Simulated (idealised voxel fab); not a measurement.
Process module name: voxel ribs on slabs
Square cell edge 5 nm, section width 255 nm, ID cut.
This document writes a cross-section as a grid whose cells are square, and gives it as bands, listed from the top down; one or more rows of cells form a band.
Heights first: top, then bottom, in nm. Then materials, left to right, each with a width in nm. "all across" on a single material: fills the band edge to edge. "empty": empty space.
Heights are reckoned from 0. Under this level, the received wafer is all of one material. The bottommost band is open-ended downward, for example "0 -> down".
Top row gets the first number, bottom row gets the second, and each row in between changes by the same step: that is how a band width like "30..40" works.
Step note "no modifications" = no cross-section cell changed.
"Closed cavity list" means: voids of 8 cells or more that are shut off from the top with no open way through. Written width x height at distance, distance from the left edge, in nm.
Where a step's line continues beyond its settings, the continuation is a remark by the simulator itself on that step.
overlay nm: right-of-plan distance of the mask on a masked step; negative values mean left-of-plan.
### Here's what the planned process steps look like
1. RECEIVE [material Si]
2. DIRECTIONAL_DEP [material SiO2] [thk nm 25]
3. DIRECTIONAL_DEP [material polySi] [thk nm 15]
4. MASKED_ETCH [tone cover] [mask id RIB] [width nm 30] [etch materials polySi] [depth nm 5] [overlay nm 0]
5. DIRECTIONAL_DEP [material aC] [thk nm 10]
6. PATTERN [tone cover] [mask id SLAB] [material resist] [width nm 70] [thk nm 30] [overlay nm 0]
7. DIRECTIONAL_ETCH [etch materials aC] [depth nm 10]
8. STRIP [etch materials resist]
9. DIRECTIONAL_ETCH [etch materials polySi] [depth nm 10]
10. STRIP [etch materials aC]
11. FILL_DEP [material SiO2] [thk nm 30]
12. CMP [height nm 60]
13. DIRECTIONAL_DEP [material TiN] [thk nm 10]
14. MASKED_ETCH [tone cover] [mask id HEATER] [width nm 40] [etch materials TiN] [depth nm 10] [overlay nm 0]
15. CONFORMAL_DEP [material SiO2] [thk nm 5]
### First of two wafers - as planned
### Cross-section of the wafer as it came to us, i.e., already through step 1
> 0 -> down = Si all across
> Closed cavity list: none
### Cross-section of the wafer after step 2
> 25 -> 0 = SiO2 all across
> Everything below 0 is unchanged.
### Cross-section of the wafer after step 3
> 40 -> 25 = polySi all across
> Everything below 25 is unchanged.
### Cross-section of the wafer after step 4
> 40 -> 35 = empty 110 nm / polySi 30 nm / empty 115 nm
> Everything below 35 is unchanged.
### Cross-section of the wafer after step 5
> 50 -> 45 = empty 110 nm / aC 30 nm / empty 115 nm
> 45 -> 40 = aC all across
> 40 -> 35 = aC 110 nm / polySi 30 nm / aC 115 nm
> Everything below 35 is unchanged.
### Cross-section of the wafer after step 6
> 80 -> 50 = empty 90 nm / resist 70 nm / empty 95 nm
> 50 -> 45 = empty 90 nm / resist 20 nm / aC 30 nm / resist 20 nm / empty 95 nm
> Everything below 45 is unchanged.
### Cross-section of the wafer after step 7
> 70 -> 50 = empty 90 nm / resist 70 nm / empty 95 nm
> 50 -> 45 = empty 90 nm / resist 20 nm / aC 30 nm / resist 20 nm / empty 95 nm
> 45 -> 40 = empty 90 nm / aC 70 nm / empty 95 nm
> 40 -> 35 = empty 90 nm / aC 20 nm / polySi 30 nm / aC 20 nm / empty 95 nm
> Everything below 35 is unchanged.
### Cross-section of the wafer after step 8
> 50 -> 40 = empty 110..90 nm / aC 30..70 nm / empty 115..95 nm
> Everything below 40 is unchanged.
### Cross-section of the wafer after step 9
> 50 -> 40 = empty 110..90 nm / aC 30..70 nm / empty 115..95 nm
> 40 -> 35 = empty 90 nm / aC 20 nm / polySi 30 nm / aC 20 nm / empty 95 nm
> 35 -> 25 = empty 90 nm / polySi 70 nm / empty 95 nm
> Everything below 25 is unchanged.
### Cross-section of the wafer after step 10
> 40 -> 35 = empty 110 nm / polySi 30 nm / empty 115 nm
> Everything below 35 is unchanged.
### Cross-section of the wafer after step 11
> 70 -> 40 = SiO2 all across
> 40 -> 35 = SiO2 110 nm / polySi 30 nm / SiO2 115 nm
> 35 -> 25 = SiO2 90 nm / polySi 70 nm / SiO2 95 nm
> Everything below 25 is unchanged.
### Cross-section of the wafer after step 12
> 60 -> 40 = SiO2 all across
> Everything below 40 is unchanged.
### Cross-section of the wafer after step 13
> 70 -> 60 = TiN all across
> Everything below 60 is unchanged.
### Cross-section of the wafer after step 14
> 70 -> 60 = empty 105 nm / TiN 40 nm / empty 110 nm
> Everything below 60 is unchanged.
### Cross-section of the wafer after step 15
> 75 -> 70 = empty 100 nm / SiO2 50 nm / empty 105 nm
> 70 -> 65 = empty 100 nm / SiO2 5 nm / TiN 40 nm / SiO2 5 nm / empty 105 nm
> 65 -> 60 = SiO2 105 nm / TiN 40 nm / SiO2 110 nm
> Everything below 60 is unchanged.
### Regarding the second of the two wafers: it shared the first wafer's starting condition and process plan, yet one error occurred during its execution. Its history coincides with that of the first wafer up to and including step 1
### Second wafer: cross-section at the scheduled end of step 2
> 50 -> 0 = SiO2 all across
> Everything below 0 is unchanged.
### Second wafer: cross-section at the scheduled end of step 3
> 65 -> 50 = polySi all across
> Everything below 50 is unchanged.
### Second wafer: cross-section at the scheduled end of step 4
> 65 -> 60 = empty 110 nm / polySi 30 nm / empty 115 nm
> Everything below 60 is unchanged.
### Second wafer: cross-section at the scheduled end of step 5
> 75 -> 70 = empty 110 nm / aC 30 nm / empty 115 nm
> 70 -> 65 = aC all across
> 65 -> 60 = aC 110 nm / polySi 30 nm / aC 115 nm
> Everything below 60 is unchanged.
### Second wafer: cross-section at the scheduled end of step 6
> 105 -> 75 = empty 90 nm / resist 70 nm / empty 95 nm
> 75 -> 70 = empty 90 nm / resist 20 nm / aC 30 nm / resist 20 nm / empty 95 nm
> Everything below 70 is unchanged.
### Second wafer: cross-section at the scheduled end of step 7
> 95 -> 75 = empty 90 nm / resist 70 nm / empty 95 nm
> 75 -> 70 = empty 90 nm / resist 20 nm / aC 30 nm / resist 20 nm / empty 95 nm
> 70 -> 65 = empty 90 nm / aC 70 nm / empty 95 nm
> 65 -> 60 = empty 90 nm / aC 20 nm / polySi 30 nm / aC 20 nm / empty 95 nm
> Everything below 60 is unchanged.
### Second wafer: cross-section at the scheduled end of step 8
> 75 -> 65 = empty 110..90 nm / aC 30..70 nm / empty 115..95 nm
> Everything below 65 is unchanged.
### Second wafer: cross-section at the scheduled end of step 9
> 75 -> 65 = empty 110..90 nm / aC 30..70 nm / empty 115..95 nm
> 65 -> 60 = empty 90 nm / aC 20 nm / polySi 30 nm / aC 20 nm / empty 95 nm
> 60 -> 50 = empty 90 nm / polySi 70 nm / empty 95 nm
> Everything below 50 is unchanged.
### Second wafer: cross-section at the scheduled end of step 10
> 65 -> 60 = empty 110 nm / polySi 30 nm / empty 115 nm
> Everything below 60 is unchanged.
### Second wafer: cross-section at the scheduled end of step 11
> 95 -> 65 = SiO2 all across
> 65 -> 60 = SiO2 110 nm / polySi 30 nm / SiO2 115 nm
> 60 -> 50 = SiO2 90 nm / polySi 70 nm / SiO2 95 nm
> Everything below 50 is unchanged.
### Second wafer: cross-section at the scheduled end of step 12
> 60 -> 50 = SiO2 90 nm / polySi 70 nm / SiO2 95 nm
> Everything below 50 is unchanged.
### Second wafer: cross-section at the scheduled end of step 13
> 70 -> 60 = TiN all across
> Everything below 60 is unchanged.
### Second wafer: cross-section at the scheduled end of step 14
> 70 -> 60 = empty 105 nm / TiN 40 nm / empty 110 nm
> Everything below 60 is unchanged.
### Second wafer: cross-section at the scheduled end of step 15
> 75 -> 70 = empty 100 nm / SiO2 50 nm / empty 105 nm
> 70 -> 65 = empty 100 nm / SiO2 5 nm / TiN 40 nm / SiO2 5 nm / empty 105 nm
> 65 -> 60 = SiO2 105 nm / TiN 40 nm / SiO2 110 nm
> Everything below 60 is unchanged.
Error vs. plan: step 2, plan: ran twice
Once processing is complete, comparing cell counts shows that the second wafer has more or fewer of certain materials than the first: SiO2: 6 more; polySi: 6 fewer
